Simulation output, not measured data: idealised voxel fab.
process module | voxel lift off
cross-section cut | 245 nm wide | cells 5 nm
A cross-section is a grid of square cells, given in bands from the top down. A band is one or more rows of cells.
Each band's line starts with the height of the band's top and of its bottom, in nm. Then come its materials from left to right, each with its width in nm. One material with "throughout" fills the band from edge to edge. "air" is empty space.
Height 0 is the level under which the wafer as received is all one material. The lowest band goes on downwards, as in "0 down".
A width such as "30 to 40" changes by the same amount from each row of cells to the next, from the band's top row to its bottom row.
"no change" after a step means that no cell of the cross-section changed.
closed voids: empty space of 8 cells or more with no open way to the top, each as width x height at its distance from the left edge, in nm
after a step's settings: what the simulator itself notes on the step
overlay nm, on a step with a mask: how far to the right of its planned place the mask lay; to the left if negative
plan
1 op RECEIVE | material Si
2 op CONFORMAL_DEP | material SiO2 | thk nm 5
3 op PATTERN | tone open | mask id LINES | material resist | width nm 30 | pitch nm 55 | thk nm 20 | overlay nm 0
4 op DIRECTIONAL_DEP | material Ru | thk nm 10
5 op STRIP | etch materials resist
6 op CONFORMAL_DEP | material SiO2 | thk nm 5
as received, after step 1
  0 down: Si throughout
  closed voids: none
first wafer at the end, as planned
  20 to 15: air 75 | SiO2 40 | air 15 | SiO2 40 | air 75
  15 to 10: air 75 | SiO2 5 | Ru 30 | SiO2 5 | air 15 | SiO2 5 | Ru 30 | SiO2 5 | air 75
  10 to 5: SiO2 80 | Ru 30 | SiO2 25 | Ru 30 | SiO2 80
  5 to 0: SiO2 throughout
  0 down: Si throughout
  closed voids: none
second wafer at the end: like start, like plan, one mistake
  20 to 15: air 75 | SiO2 40 | air 15 | SiO2 40 | air 75
  15 to 10: air 75 | SiO2 5 | Ru 30 | SiO2 5 | air 15 | SiO2 5 | Ru 30 | SiO2 5 | air 75
  10 to 5: SiO2 80 | Ru 30 | SiO2 25 | Ru 30 | SiO2 80
  5 to 0: Ru throughout
  0 down: Si throughout
  closed voids: none
what went wrong: step 2 ran as: op CONFORMAL_DEP | material Ru | thk nm 5
at the end the second wafer has, in cells: 49 more of Ru | 49 fewer of SiO2
